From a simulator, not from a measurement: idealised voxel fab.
This section sets out a process module, namely voxel transistor to metal.
The figure presents cross-section cut, which has a width of 300 nm and is divided into square cells with an edge length of 5 nm.
The cross-sections in this document take the form of a grid made of square cells. They are written out as bands, in order from top to bottom. Each band consists of one or more rows of cells.
Heads up on the band format: heights come first, top then bottom, in nm. After that it's the materials left to right, each with its width in nm. A single material flagged "everywhere" fills the whole band edge to edge, and "air" means there's empty space there.
Height reference: 0 = level under which incoming wafer is all one material. Lowest band: no bottom, runs on downward, e.g. "0 nm and below".
Graded width ("30->40"): value in top row of band = first number; value in bottom row = second number; row-to-row change constant.
When a step is marked "stayed the same", none of the cells in the cross-section changed during that step.
"Entrapped void list" specifies each empty space that is not open to the top and that occupies no fewer than 8 cells, using the form width x height at distance, the distance measured from the left edge and all three quantities in nm.
Formally, on a step line, whatever follows the settings is a remark that the simulator itself makes on the step.
overlay nm: for a step with a mask, the amount by which the mask lay right of where it was planned; a negative amount means left of it.
From here on the document is pairs. In a pair, the cross-section before one process step comes with the cross-section after it, and the latter goes no deeper than the lowest band that changed. What lies in between, the step and its settings, is written under the pair. A pair may be from a different run of this module on the same starting wafer than the pair above it, so it continues from that pair only where its entry headed "Pre-step profile" says so.

### Pre-step profile
10 nm to 0 nm  40 SiO2; 95 air; 30 SiO2; 95 air; 40 SiO2
0 nm to -20 nm  40 SiO2; 95 Si; 30 SiO2; 95 Si; 40 SiO2
-20 nm and below  Si everywhere
Entrapped void list: none

### after
5 nm to 0 nm  35 SiO2; 105 air; 20 SiO2; 105 air; 35 SiO2
0 nm to -5 nm  35 SiO2; 5 air; 95 Si; 5 air; 20 SiO2; 5 air; 95 Si; 5 air; 35 SiO2
All layers under -5 are left as they were.
Entrapped void list: none
Step between the pre-process and post-process cross-sections given above: SELECTIVE_ETCH [etch materials SiO2] [depth nm 5]

Pre-step profile: the after view from the pair directly above serves as the before view here.

### after
5 nm to 0 nm  35 SiO2; 105 air; 20 SiO2; 105 air; 35 SiO2
0 nm to -5 nm  35 SiO2; 5 air; 95 SiO2; 5 air; 20 SiO2; 5 air; 95 SiO2; 5 air; 35 SiO2
-5 nm to -10 nm  45 SiO2; 85 Si; 40 SiO2; 85 Si; 45 SiO2
All layers under -10 are left as they were.
Entrapped void list: none
Step between the pre-process and post-process cross-sections given above: OXIDIZE [depth nm 5]

Pre-step profile: the after view from the pair directly above serves as the before view here.

### after
30 nm to 25 nm  35 polySi; 105 air; 20 polySi; 105 air; 35 polySi
25 nm to 20 nm  35 polySi; 5 air; 95 polySi; 5 air; 20 polySi; 5 air; 95 polySi; 5 air; 35 polySi
20 nm to 5 nm  polySi everywhere
5 nm to 0 nm  35 SiO2; 105 polySi; 20 SiO2; 105 polySi; 35 SiO2
0 nm to -5 nm  35 SiO2; 5 polySi; 95 SiO2; 5 polySi; 20 SiO2; 5 polySi; 95 SiO2; 5 polySi; 35 SiO2
All layers under -5 are left as they were.
Entrapped void list: none
Step between the pre-process and post-process cross-sections given above: DIRECTIONAL_DEP [material polySi] [thk nm 25]

Pre-step profile: the after view from the pair directly above serves as the before view here.

### after
45 nm to 40 nm  35 SiCN; 105 air; 20 SiCN; 105 air; 35 SiCN
40 nm to 35 nm  35 SiCN; 5 air; 95 SiCN; 5 air; 20 SiCN; 5 air; 95 SiCN; 5 air; 35 SiCN
35 nm to 30 nm  SiCN everywhere
30 nm to 25 nm  35 polySi; 105 SiCN; 20 polySi; 105 SiCN; 35 polySi
25 nm to 20 nm  35 polySi; 5 SiCN; 95 polySi; 5 SiCN; 20 polySi; 5 SiCN; 95 polySi; 5 SiCN; 35 polySi
All layers under 20 are left as they were.
Entrapped void list: none
Step between the pre-process and post-process cross-sections given above: DIRECTIONAL_DEP [material SiCN] [thk nm 15]

Pre-step profile: the after view from the pair directly above serves as the before view here.

### after
55 nm to 50 nm  35 aC; 105 air; 20 aC; 105 air; 35 aC
50 nm to 45 nm  35 aC; 5 air; 95 aC; 5 air; 20 aC; 5 air; 95 aC; 5 air; 35 aC
45 nm to 40 nm  35 SiCN; 105 aC; 20 SiCN; 105 aC; 35 SiCN
40 nm to 35 nm  35 SiCN; 5 aC; 95 SiCN; 5 aC; 20 SiCN; 5 aC; 95 SiCN; 5 aC; 35 SiCN
All layers under 35 are left as they were.
Entrapped void list: none
Step between the pre-process and post-process cross-sections given above: DIRECTIONAL_DEP [material aC] [thk nm 10]

Pre-step profile: the after view from the pair directly above serves as the before view here.

### after
80 nm to 55 nm  80 air; 15 resist; 110 air; 15 resist; 80 air
55 nm to 50 nm  35 aC; 45 air; 15 resist; 45 air; 20 aC; 45 air; 15 resist; 45 air; 35 aC
All layers under 50 are left as they were.
Entrapped void list: none
Step between the pre-process and post-process cross-sections given above: PATTERN [tone cover] [mask id GATE] [material resist] [width nm 15] [pitch nm 125] [thk nm 25] [overlay nm 0]

Pre-step profile: the after view from the pair directly above serves as the before view here.

### after
70 nm to 50 nm  80 air; 15 resist; 110 air; 15 resist; 80 air
50 nm to 45 nm  80 air; 15 aC; 110 air; 15 aC; 80 air
45 nm to 40 nm  35 SiCN; 45 air; 15 aC; 45 air; 20 SiCN; 45 air; 15 aC; 45 air; 35 SiCN
40 nm to 35 nm  35 SiCN; 5 air; 95 SiCN; 5 air; 20 SiCN; 5 air; 95 SiCN; 5 air; 35 SiCN
All layers under 35 are left as they were.
Entrapped void list: none
Step between the pre-process and post-process cross-sections given above: DIRECTIONAL_ETCH [etch materials aC] [depth nm 10]

Pre-step profile: the after view from the pair directly above serves as the before view here.

### after
50 nm to 45 nm  80 air; 15 aC; 110 air; 15 aC; 80 air
All layers under 45 are left as they were.
Entrapped void list: none
Step between the pre-process and post-process cross-sections given above: STRIP [etch materials resist]

Pre-step profile: the after view from the pair directly above serves as the before view here.

### after
50 nm to 40 nm  80 air; 15 aC; 110 air; 15 aC; 80 air
40 nm to 30 nm  80 air; 15 SiCN; 110 air; 15 SiCN; 80 air
30 nm to 25 nm  35 polySi; 45 air; 15 SiCN; 45 air; 20 polySi; 45 air; 15 SiCN; 45 air; 35 polySi
25 nm to 20 nm  35 polySi; 5 air; 95 polySi; 5 air; 20 polySi; 5 air; 95 polySi; 5 air; 35 polySi
All layers under 20 are left as they were.
Entrapped void list: none
Step between the pre-process and post-process cross-sections given above: DIRECTIONAL_ETCH [etch materials SiCN] [depth nm 25]

Pre-step profile: the after view from the pair directly above serves as the before view here.

### after
50 nm to 40 nm  80 air; 15 aC; 110 air; 15 aC; 80 air
40 nm to 25 nm  80 air; 15 SiCN; 110 air; 15 SiCN; 80 air
25 nm to 5 nm  80 air; 15 polySi; 110 air; 15 polySi; 80 air
5 nm to 0 nm  35 SiO2; 45 air; 15 polySi; 45 air; 20 SiO2; 45 air; 15 polySi; 45 air; 35 SiO2
0 nm to -5 nm  35 SiO2; 5 air; 95 SiO2; 5 air; 20 SiO2; 5 air; 95 SiO2; 5 air; 35 SiO2
All layers under -5 are left as they were.
Entrapped void list: none
Step between the pre-process and post-process cross-sections given above: DIRECTIONAL_ETCH [etch materials polySi] [depth nm 35]

Pre-step profile: the after view from the pair directly above serves as the before view here.

### after
40 nm to 25 nm  80 air; 15 SiCN; 110 air; 15 SiCN; 80 air
All layers under 25 are left as they were.
Entrapped void list: none
Step between the pre-process and post-process cross-sections given above: STRIP [etch materials aC]

Pre-step profile: the after view from the pair directly above serves as the before view here.

### after
45 nm to 40 nm  75 air; 25 SiN; 100 air; 25 SiN; 75 air
40 nm to 25 nm  75 air; 5 SiN; 15 SiCN; 5 SiN; 100 air; 5 SiN; 15 SiCN; 5 SiN; 75 air
25 nm to 10 nm  75 air; 5 SiN; 15 polySi; 5 SiN; 100 air; 5 SiN; 15 polySi; 5 SiN; 75 air
10 nm to 5 nm  40 SiN; 35 air; 5 SiN; 15 polySi; 5 SiN; 35 air; 30 SiN; 35 air; 5 SiN; 15 polySi; 5 SiN; 35 air; 40 SiN
5 nm to 0 nm  35 SiO2; 45 SiN; 15 polySi; 45 SiN; 20 SiO2; 45 SiN; 15 polySi; 45 SiN; 35 SiO2
0 nm to -5 nm  35 SiO2; 5 SiN; 95 SiO2; 5 SiN; 20 SiO2; 5 SiN; 95 SiO2; 5 SiN; 35 SiO2
All layers under -5 are left as they were.
Entrapped void list: none
Step between the pre-process and post-process cross-sections given above: CONFORMAL_DEP [material SiN] [thk nm 5]

Pre-step profile: the after view from the pair directly above serves as the before view here.

### after
40 nm to 25 nm  75 air; 5 SiN; 15 SiCN; 5 SiN; 100 air; 5 SiN; 15 SiCN; 5 SiN; 75 air
25 nm to 5 nm  75 air; 5 SiN; 15 polySi; 5 SiN; 100 air; 5 SiN; 15 polySi; 5 SiN; 75 air
5 nm to 0 nm  35 SiO2; 5 SiN; 35 air; 5 SiN; 15 polySi; 5 SiN; 35 air; 5 SiN; 20 SiO2; 5 SiN; 35 air; 5 SiN; 15 polySi; 5 SiN; 35 air; 5 SiN; 35 SiO2
All layers under 0 are left as they were.
Entrapped void list: none
Step between the pre-process and post-process cross-sections given above: DIRECTIONAL_ETCH [etch materials SiN] [depth nm 5]

Pre-step profile: the after view from the pair directly above serves as the before view here.

### after
40 nm to 25 nm  75 air; 5 SiN; 15 SiCN; 5 SiN; 100 air; 5 SiN; 15 SiCN; 5 SiN; 75 air
25 nm to 5 nm  75 air; 5 SiN; 15 polySi; 5 SiN; 100 air; 5 SiN; 15 polySi; 5 SiN; 75 air
5 nm to 0 nm  35 air; 5 SiN; 35 air; 5 SiN; 15 polySi; 5 SiN; 35 air; 5 SiN; 20 air; 5 SiN; 35 air; 5 SiN; 15 polySi; 5 SiN; 35 air; 5 SiN; 35 air
0 nm to -5 nm  35 SiO2; 5 SiN; 35 air; 25 SiO2; 35 air; 5 SiN; 20 SiO2; 5 SiN; 35 air; 25 SiO2; 35 air; 5 SiN; 35 SiO2
All layers under -5 are left as they were.
Entrapped void list: none
Step between the pre-process and post-process cross-sections given above: DIRECTIONAL_ETCH [etch materials SiO2] [depth nm 5]

Pre-step profile: the after view from the pair directly above serves as the before view here.

### after
40 nm to 25 nm  75 air; 5 SiN; 15 SiCN; 5 SiN; 100 air; 5 SiN; 15 SiCN; 5 SiN; 75 air
25 nm to 5 nm  75 air; 5 SiN; 15 polySi; 5 SiN; 100 air; 5 SiN; 15 polySi; 5 SiN; 75 air
5 nm to 0 nm  35 air; 5 SiN; 35 air; 5 SiN; 15 polySi; 5 SiN; 35 air; 5 SiN; 20 air; 5 SiN; 35 air; 5 SiN; 15 polySi; 5 SiN; 35 air; 5 SiN; 35 air
0 nm to -5 nm  35 SiO2; 5 SiN; 35 nSi; 25 SiO2; 35 nSi; 5 SiN; 20 SiO2; 5 SiN; 35 nSi; 25 SiO2; 35 nSi; 5 SiN; 35 SiO2
All layers under -5 are left as they were.
Entrapped void list: none
Step between the pre-process and post-process cross-sections given above: EPI [material nSi] [thk nm 5]

Pre-step profile: the after view from the pair directly above serves as the before view here.

### after
50 nm to 40 nm  SiO2 everywhere
40 nm to 25 nm  75 SiO2; 5 SiN; 15 SiCN; 5 SiN; 100 SiO2; 5 SiN; 15 SiCN; 5 SiN; 75 SiO2
25 nm to 5 nm  75 SiO2; 5 SiN; 15 polySi; 5 SiN; 100 SiO2; 5 SiN; 15 polySi; 5 SiN; 75 SiO2
5 nm to 0 nm  35 SiO2; 5 SiN; 35 SiO2; 5 SiN; 15 polySi; 5 SiN; 35 SiO2; 5 SiN; 20 SiO2; 5 SiN; 35 SiO2; 5 SiN; 15 polySi; 5 SiN; 35 SiO2; 5 SiN; 35 SiO2
All layers under 0 are left as they were.
Entrapped void list: none
Step between the pre-process and post-process cross-sections given above: FILL_DEP [material SiO2] [thk nm 10]

Pre-step profile: the after view from the pair directly above serves as the before view here.

### after
40 nm to 25 nm  75 SiO2; 5 SiN; 15 SiCN; 5 SiN; 100 SiO2; 5 SiN; 15 SiCN; 5 SiN; 75 SiO2
All layers under 25 are left as they were.
Entrapped void list: none
Step between the pre-process and post-process cross-sections given above: CMP [height nm 40]

Pre-step profile: the after view from the pair directly above serves as the before view here.

### after
55 nm to 40 nm  SiO2 everywhere
All layers under 40 are left as they were.
Entrapped void list: none
Step between the pre-process and post-process cross-sections given above: DIRECTIONAL_DEP [material SiO2] [thk nm 15]

Pre-step profile: the after view from the pair directly above serves as the before view here.

### after
70 nm to 55 nm  aC everywhere
All layers under 55 are left as they were.
Entrapped void list: none
Step between the pre-process and post-process cross-sections given above: DIRECTIONAL_DEP [material aC] [thk nm 15]

Pre-step profile: the after view from the pair directly above serves as the before view here.

### after
105 nm to 70 nm  50 resist; 15 air; 45 resist; 15 air; 50 resist; 15 air; 45 resist; 15 air; 50 resist
All layers under 70 are left as they were.
Entrapped void list: none
Step between the pre-process and post-process cross-sections given above: PATTERN [tone open] [mask id CONTACT] [material resist] [width nm 15] [thk nm 35] [overlay nm 0]

Pre-step profile: the after view from the pair directly above serves as the before view here.

### after
90 nm to 70 nm  50 resist; 15 air; 45 resist; 15 air; 50 resist; 15 air; 45 resist; 15 air; 50 resist
70 nm to 55 nm  50 aC; 15 air; 45 aC; 15 air; 50 aC; 15 air; 45 aC; 15 air; 50 aC
All layers under 55 are left as they were.
Entrapped void list: none
Step between the pre-process and post-process cross-sections given above: DIRECTIONAL_ETCH [etch materials aC] [depth nm 15]

Pre-step profile: the after view from the pair directly above serves as the before view here.

### after
70 nm to 55 nm  50 aC; 15 air; 45 aC; 15 air; 50 aC; 15 air; 45 aC; 15 air; 50 aC
All layers under 55 are left as they were.
Entrapped void list: none
Step between the pre-process and post-process cross-sections given above: STRIP [etch materials resist]

Pre-step profile: the after view from the pair directly above serves as the before view here.

### after
70 nm to 55 nm  50 aC; 15 air; 45 aC; 15 air; 50 aC; 15 air; 45 aC; 15 air; 50 aC
55 nm to 40 nm  50 SiO2; 15 air; 45 SiO2; 15 air; 50 SiO2; 15 air; 45 SiO2; 15 air; 50 SiO2
40 nm to 25 nm  50 SiO2; 15 air; 10 SiO2; 5 SiN; 15 SiCN; 5 SiN; 10 SiO2; 15 air; 50 SiO2; 15 air; 10 SiO2; 5 SiN; 15 SiCN; 5 SiN; 10 SiO2; 15 air; 50 SiO2
25 nm to 5 nm  50 SiO2; 15 air; 10 SiO2; 5 SiN; 15 polySi; 5 SiN; 10 SiO2; 15 air; 50 SiO2; 15 air; 10 SiO2; 5 SiN; 15 polySi; 5 SiN; 10 SiO2; 15 air; 50 SiO2
5 nm to 0 nm  35 SiO2; 5 SiN; 10 SiO2; 15 air; 10 SiO2; 5 SiN; 15 polySi; 5 SiN; 10 SiO2; 15 air; 10 SiO2; 5 SiN; 20 SiO2; 5 SiN; 10 SiO2; 15 air; 10 SiO2; 5 SiN; 15 polySi; 5 SiN; 10 SiO2; 15 air; 10 SiO2; 5 SiN; 35 SiO2
All layers under 0 are left as they were.
Entrapped void list: none
Step between the pre-process and post-process cross-sections given above: DIRECTIONAL_ETCH [etch materials SiO2] [depth nm 55]

Pre-step profile: the after view from the pair directly above serves as the before view here.

### after
55 nm to 40 nm  50 SiO2; 15 air; 45 SiO2; 15 air; 50 SiO2; 15 air; 45 SiO2; 15 air; 50 SiO2
All layers under 40 are left as they were.
Entrapped void list: none
Step between the pre-process and post-process cross-sections given above: STRIP [etch materials aC]

Pre-step profile: the after view from the pair directly above serves as the before view here.

### after
60 nm to 55 nm  55 TiN; 5 air; 55 TiN; 5 air; 60 TiN; 5 air; 55 TiN; 5 air; 55 TiN
55 nm to 40 nm  50 SiO2; 5 TiN; 5 air; 5 TiN; 45 SiO2; 5 TiN; 5 air; 5 TiN; 50 SiO2; 5 TiN; 5 air; 5 TiN; 45 SiO2; 5 TiN; 5 air; 5 TiN; 50 SiO2
40 nm to 25 nm  50 SiO2; 5 TiN; 5 air; 5 TiN; 10 SiO2; 5 SiN; 15 SiCN; 5 SiN; 10 SiO2; 5 TiN; 5 air; 5 TiN; 50 SiO2; 5 TiN; 5 air; 5 TiN; 10 SiO2; 5 SiN; 15 SiCN; 5 SiN; 10 SiO2; 5 TiN; 5 air; 5 TiN; 50 SiO2
25 nm to 5 nm  50 SiO2; 5 TiN; 5 air; 5 TiN; 10 SiO2; 5 SiN; 15 polySi; 5 SiN; 10 SiO2; 5 TiN; 5 air; 5 TiN; 50 SiO2; 5 TiN; 5 air; 5 TiN; 10 SiO2; 5 SiN; 15 polySi; 5 SiN; 10 SiO2; 5 TiN; 5 air; 5 TiN; 50 SiO2
5 nm to 0 nm  35 SiO2; 5 SiN; 10 SiO2; 15 TiN; 10 SiO2; 5 SiN; 15 polySi; 5 SiN; 10 SiO2; 15 TiN; 10 SiO2; 5 SiN; 20 SiO2; 5 SiN; 10 SiO2; 15 TiN; 10 SiO2; 5 SiN; 15 polySi; 5 SiN; 10 SiO2; 15 TiN; 10 SiO2; 5 SiN; 35 SiO2
All layers under 0 are left as they were.
Entrapped void list: none
Step between the pre-process and post-process cross-sections given above: CONFORMAL_DEP [material TiN] [thk nm 5]

Pre-step profile: the after view from the pair directly above serves as the before view here.

### after
65 nm to 60 nm  W everywhere
60 nm to 55 nm  55 TiN; 5 W; 55 TiN; 5 W; 60 TiN; 5 W; 55 TiN; 5 W; 55 TiN
55 nm to 40 nm  50 SiO2; 5 TiN; 5 W; 5 TiN; 45 SiO2; 5 TiN; 5 W; 5 TiN; 50 SiO2; 5 TiN; 5 W; 5 TiN; 45 SiO2; 5 TiN; 5 W; 5 TiN; 50 SiO2
40 nm to 25 nm  50 SiO2; 5 TiN; 5 W; 5 TiN; 10 SiO2; 5 SiN; 15 SiCN; 5 SiN; 10 SiO2; 5 TiN; 5 W; 5 TiN; 50 SiO2; 5 TiN; 5 W; 5 TiN; 10 SiO2; 5 SiN; 15 SiCN; 5 SiN; 10 SiO2; 5 TiN; 5 W; 5 TiN; 50 SiO2
25 nm to 5 nm  50 SiO2; 5 TiN; 5 W; 5 TiN; 10 SiO2; 5 SiN; 15 polySi; 5 SiN; 10 SiO2; 5 TiN; 5 W; 5 TiN; 50 SiO2; 5 TiN; 5 W; 5 TiN; 10 SiO2; 5 SiN; 15 polySi; 5 SiN; 10 SiO2; 5 TiN; 5 W; 5 TiN; 50 SiO2
All layers under 5 are left as they were.
Entrapped void list: none
Step between the pre-process and post-process cross-sections given above: FILL_DEP [material W] [thk nm 5]

Pre-step profile: the after view from the pair directly above serves as the before view here.

### after
55 nm to 40 nm  50 SiO2; 5 TiN; 5 W; 5 TiN; 45 SiO2; 5 TiN; 5 W; 5 TiN; 50 SiO2; 5 TiN; 5 W; 5 TiN; 45 SiO2; 5 TiN; 5 W; 5 TiN; 50 SiO2
All layers under 40 are left as they were.
Entrapped void list: none
Step between the pre-process and post-process cross-sections given above: CMP [height nm 55]

Pre-step profile: the after view from the pair directly above serves as the before view here.

### after
60 nm to 55 nm  TiN everywhere
All layers under 55 are left as they were.
Entrapped void list: none
Step between the pre-process and post-process cross-sections given above: DIRECTIONAL_DEP [material TiN] [thk nm 5]

Pre-step profile: the after view from the pair directly above serves as the before view here.

### after
75 nm to 60 nm  W everywhere
All layers under 60 are left as they were.
Entrapped void list: none
Step between the pre-process and post-process cross-sections given above: DIRECTIONAL_DEP [material W] [thk nm 15]

Pre-step profile: the after view from the pair directly above serves as the before view here.

### after
90 nm to 75 nm  aC everywhere
All layers under 75 are left as they were.
Entrapped void list: none
Step between the pre-process and post-process cross-sections given above: DIRECTIONAL_DEP [material aC] [thk nm 15]

Pre-step profile: the after view from the pair directly above serves as the before view here.

### after
120 nm to 90 nm  50 air; 15 resist; 45 air; 15 resist; 50 air; 15 resist; 45 air; 15 resist; 50 air
All layers under 90 are left as they were.
Entrapped void list: none
Step between the pre-process and post-process cross-sections given above: PATTERN [tone cover] [mask id METAL_1] [material resist] [width nm 15] [thk nm 30] [overlay nm 0]

Pre-step profile: the after view from the pair directly above serves as the before view here.

### after
105 nm to 90 nm  50 air; 15 resist; 45 air; 15 resist; 50 air; 15 resist; 45 air; 15 resist; 50 air
90 nm to 75 nm  50 air; 15 aC; 45 air; 15 aC; 50 air; 15 aC; 45 air; 15 aC; 50 air
All layers under 75 are left as they were.
Entrapped void list: none
Step between the pre-process and post-process cross-sections given above: DIRECTIONAL_ETCH [etch materials aC] [depth nm 15]

Pre-step profile: the after view from the pair directly above serves as the before view here.

### after
90 nm to 75 nm  50 air; 15 aC; 45 air; 15 aC; 50 air; 15 aC; 45 air; 15 aC; 50 air
All layers under 75 are left as they were.
Entrapped void list: none
Step between the pre-process and post-process cross-sections given above: STRIP [etch materials resist]

Pre-step profile: the after view from the pair directly above serves as the before view here.

### after
90 nm to 75 nm  50 air; 15 aC; 45 air; 15 aC; 50 air; 15 aC; 45 air; 15 aC; 50 air
75 nm to 60 nm  50 air; 15 W; 45 air; 15 W; 50 air; 15 W; 45 air; 15 W; 50 air
All layers under 60 are left as they were.
Entrapped void list: none
Step between the pre-process and post-process cross-sections given above: DIRECTIONAL_ETCH [etch materials W] [depth nm 15]

Pre-step profile: the after view from the pair directly above serves as the before view here.

### after
90 nm to 75 nm  50 air; 15 aC; 45 air; 15 aC; 50 air; 15 aC; 45 air; 15 aC; 50 air
75 nm to 60 nm  50 air; 15 W; 45 air; 15 W; 50 air; 15 W; 45 air; 15 W; 50 air
60 nm to 55 nm  50 air; 15 TiN; 45 air; 15 TiN; 50 air; 15 TiN; 45 air; 15 TiN; 50 air
All layers under 55 are left as they were.
Entrapped void list: none
Step between the pre-process and post-process cross-sections given above: DIRECTIONAL_ETCH [etch materials TiN] [depth nm 5]

Pre-step profile: the after view from the pair directly above serves as the before view here.

### after
75 nm to 60 nm  50 air; 15 W; 45 air; 15 W; 50 air; 15 W; 45 air; 15 W; 50 air
All layers under 60 are left as they were.
Entrapped void list: none
Step between the pre-process and post-process cross-sections given above: STRIP [etch materials aC]

Pre-step profile: the after view from the pair directly above serves as the before view here.

### after
80 nm to 75 nm  45 air; 25 SiN; 35 air; 25 SiN; 40 air; 25 SiN; 35 air; 25 SiN; 45 air
75 nm to 60 nm  45 air; 5 SiN; 15 W; 5 SiN; 35 air; 5 SiN; 15 W; 5 SiN; 40 air; 5 SiN; 15 W; 5 SiN; 35 air; 5 SiN; 15 W; 5 SiN; 45 air
60 nm to 55 nm  50 SiN; 15 TiN; 45 SiN; 15 TiN; 50 SiN; 15 TiN; 45 SiN; 15 TiN; 50 SiN
All layers under 55 are left as they were.
Entrapped void list: none
Step between the pre-process and post-process cross-sections given above: CONFORMAL_DEP [material SiN] [thk nm 5]

Pre-step profile: the after view from the pair directly above serves as the before view here.

### after
85 nm to 80 nm  lowk everywhere
80 nm to 75 nm  45 lowk; 25 SiN; 35 lowk; 25 SiN; 40 lowk; 25 SiN; 35 lowk; 25 SiN; 45 lowk
75 nm to 60 nm  45 lowk; 5 SiN; 15 W; 5 SiN; 35 lowk; 5 SiN; 15 W; 5 SiN; 40 lowk; 5 SiN; 15 W; 5 SiN; 35 lowk; 5 SiN; 15 W; 5 SiN; 45 lowk
All layers under 60 are left as they were.
Entrapped void list: none
Step between the pre-process and post-process cross-sections given above: FILL_DEP [material lowk] [thk nm 5]

Pre-step profile: the after view from the pair directly above serves as the before view here.

### after
75 nm to 60 nm  45 lowk; 5 SiN; 15 W; 5 SiN; 35 lowk; 5 SiN; 15 W; 5 SiN; 40 lowk; 5 SiN; 15 W; 5 SiN; 35 lowk; 5 SiN; 15 W; 5 SiN; 45 lowk
All layers under 60 are left as they were.
Entrapped void list: none
Step between the pre-process and post-process cross-sections given above: CMP [height nm 75]

Pre-step profile: the after view from the pair directly above serves as the before view here.

### after
80 nm to 75 nm  SiN everywhere
All layers under 75 are left as they were.
Entrapped void list: none
Step between the pre-process and post-process cross-sections given above: CONFORMAL_DEP [material SiN] [thk nm 5]

### Pre-step profile
30 nm to 15 nm  40 air; 95 aC; 30 air; 95 aC; 40 air
15 nm to 5 nm  40 air; 95 SiN; 30 air; 95 SiN; 40 air
5 nm to 0 nm  40 air; 95 SiO2; 30 air; 95 SiO2; 40 air
0 nm to -20 nm  40 air; 95 Si; 30 air; 95 Si; 40 air
-20 nm and below  Si everywhere
Entrapped void list: none

### after
30 nm to 15 nm  40 air; 95 aC; 30 air; 95 aC; 40 air
15 nm to 5 nm  40 air; 95 SiN; 30 air; 95 SiN; 40 air
5 nm to 0 nm  40 air; 95 SiO2; 30 air; 95 SiO2; 40 air
0 nm to -40 nm  40 air; 95 Si; 30 air; 95 Si; 40 air
All layers under -40 are left as they were.
Entrapped void list: none
Step between the pre-process and post-process cross-sections given above: DIRECTIONAL_ETCH [etch materials Si] [depth nm 20]

Pre-step profile: the after view from the pair directly above serves as the before view here.

### after
15 nm to 5 nm  40 air; 95 SiN; 30 air; 95 SiN; 40 air
All layers under 5 are left as they were.
Entrapped void list: none
Step between the pre-process and post-process cross-sections given above: STRIP [etch materials aC]

Pre-step profile: the after view from the pair directly above serves as the before view here.

### after
25 nm to 15 nm  SiO2 everywhere
15 nm to 5 nm  40 SiO2; 95 SiN; 30 SiO2; 95 SiN; 40 SiO2
5 nm to 0 nm  SiO2 everywhere
0 nm to -40 nm  40 SiO2; 95 Si; 30 SiO2; 95 Si; 40 SiO2
All layers under -40 are left as they were.
Entrapped void list: none
Step between the pre-process and post-process cross-sections given above: FILL_DEP [material SiO2] [thk nm 10]

Pre-step profile: the after view from the pair directly above serves as the before view here.

### after
15 nm to 5 nm  40 SiO2; 95 SiN; 30 SiO2; 95 SiN; 40 SiO2
All layers under 5 are left as they were.
Entrapped void list: none
Step between the pre-process and post-process cross-sections given above: CMP [height nm 15]

Pre-step profile: the after view from the pair directly above serves as the before view here.

### after
15 nm to 10 nm  40 air; 95 SiN; 30 air; 95 SiN; 40 air
All layers under 10 are left as they were.
Entrapped void list: none
Step between the pre-process and post-process cross-sections given above: SELECTIVE_ETCH [etch materials SiO2] [depth nm 5]

Pre-step profile: the after view from the pair directly above serves as the before view here.

### after
10 nm to 5 nm  40 SiO2; 95 air; 30 SiO2; 95 air; 40 SiO2
All layers under 5 are left as they were.
Entrapped void list: none
Step between the pre-process and post-process cross-sections given above: STRIP [etch materials SiN]

Pre-step profile: the after view from the pair directly above serves as the before view here.

### after
5 nm to 0 nm  35 SiO2; 105 air; 20 SiO2; 105 air; 35 SiO2
All layers under 0 are left as they were.
Entrapped void list: none
Step between the pre-process and post-process cross-sections given above: SELECTIVE_ETCH [etch materials SiO2] [depth nm 5]

Pre-step profile: the after view from the pair directly above serves as the before view here.

### after
5 nm to 0 nm  35 SiO2; 105 air; 20 SiO2; 105 air; 35 SiO2
0 nm to -5 nm  SiO2 everywhere
All layers under -5 are left as they were.
Entrapped void list: none
Step between the pre-process and post-process cross-sections given above: OXIDIZE [depth nm 5]

Pre-step profile: the after view from the pair directly above serves as the before view here.

### after
30 nm to 25 nm  35 polySi; 105 air; 20 polySi; 105 air; 35 polySi
25 nm to 5 nm  polySi everywhere
5 nm to 0 nm  35 SiO2; 105 polySi; 20 SiO2; 105 polySi; 35 SiO2
All layers under 0 are left as they were.
Entrapped void list: none
Step between the pre-process and post-process cross-sections given above: DIRECTIONAL_DEP [material polySi] [thk nm 25]

Pre-step profile: the after view from the pair directly above serves as the before view here.

### after
45 nm to 40 nm  35 SiCN; 105 air; 20 SiCN; 105 air; 35 SiCN
40 nm to 30 nm  SiCN everywhere
30 nm to 25 nm  35 polySi; 105 SiCN; 20 polySi; 105 SiCN; 35 polySi
All layers under 25 are left as they were.
Entrapped void list: none
Step between the pre-process and post-process cross-sections given above: DIRECTIONAL_DEP [material SiCN] [thk nm 15]

Pre-step profile: the after view from the pair directly above serves as the before view here.

### after
55 nm to 50 nm  35 aC; 105 air; 20 aC; 105 air; 35 aC
50 nm to 45 nm  aC everywhere
45 nm to 40 nm  35 SiCN; 105 aC; 20 SiCN; 105 aC; 35 SiCN
All layers under 40 are left as they were.
Entrapped void list: none
Step between the pre-process and post-process cross-sections given above: DIRECTIONAL_DEP [material aC] [thk nm 10]

Pre-step profile: the after view from the pair directly above serves as the before view here.

### after
80 nm to 55 nm  80 air; 15 resist; 110 air; 15 resist; 80 air
55 nm to 50 nm  35 aC; 45 air; 15 resist; 45 air; 20 aC; 45 air; 15 resist; 45 air; 35 aC
All layers under 50 are left as they were.
Entrapped void list: none
Step between the pre-process and post-process cross-sections given above: PATTERN [tone cover] [mask id GATE] [material resist] [width nm 15] [pitch nm 125] [thk nm 25] [overlay nm 0]

Pre-step profile: the after view from the pair directly above serves as the before view here.

### after
70 nm to 50 nm  80 air; 15 resist; 110 air; 15 resist; 80 air
50 nm to 45 nm  80 air; 15 aC; 110 air; 15 aC; 80 air
45 nm to 40 nm  35 SiCN; 45 air; 15 aC; 45 air; 20 SiCN; 45 air; 15 aC; 45 air; 35 SiCN
All layers under 40 are left as they were.
Entrapped void list: none
Step between the pre-process and post-process cross-sections given above: DIRECTIONAL_ETCH [etch materials aC] [depth nm 10]

Pre-step profile: the after view from the pair directly above serves as the before view here.

### after
50 nm to 45 nm  80 air; 15 aC; 110 air; 15 aC; 80 air
All layers under 45 are left as they were.
Entrapped void list: none
Step between the pre-process and post-process cross-sections given above: STRIP [etch materials resist]

Pre-step profile: the after view from the pair directly above serves as the before view here.

### after
50 nm to 40 nm  80 air; 15 aC; 110 air; 15 aC; 80 air
40 nm to 30 nm  80 air; 15 SiCN; 110 air; 15 SiCN; 80 air
30 nm to 25 nm  35 polySi; 45 air; 15 SiCN; 45 air; 20 polySi; 45 air; 15 SiCN; 45 air; 35 polySi
All layers under 25 are left as they were.
Entrapped void list: none
Step between the pre-process and post-process cross-sections given above: DIRECTIONAL_ETCH [etch materials SiCN] [depth nm 25]

Pre-step profile: the after view from the pair directly above serves as the before view here.

### after
50 nm to 40 nm  80 air; 15 aC; 110 air; 15 aC; 80 air
40 nm to 25 nm  80 air; 15 SiCN; 110 air; 15 SiCN; 80 air
25 nm to 5 nm  80 air; 15 polySi; 110 air; 15 polySi; 80 air
5 nm to 0 nm  35 SiO2; 45 air; 15 polySi; 45 air; 20 SiO2; 45 air; 15 polySi; 45 air; 35 SiO2
All layers under 0 are left as they were.
Entrapped void list: none
Step between the pre-process and post-process cross-sections given above: DIRECTIONAL_ETCH [etch materials polySi] [depth nm 35]
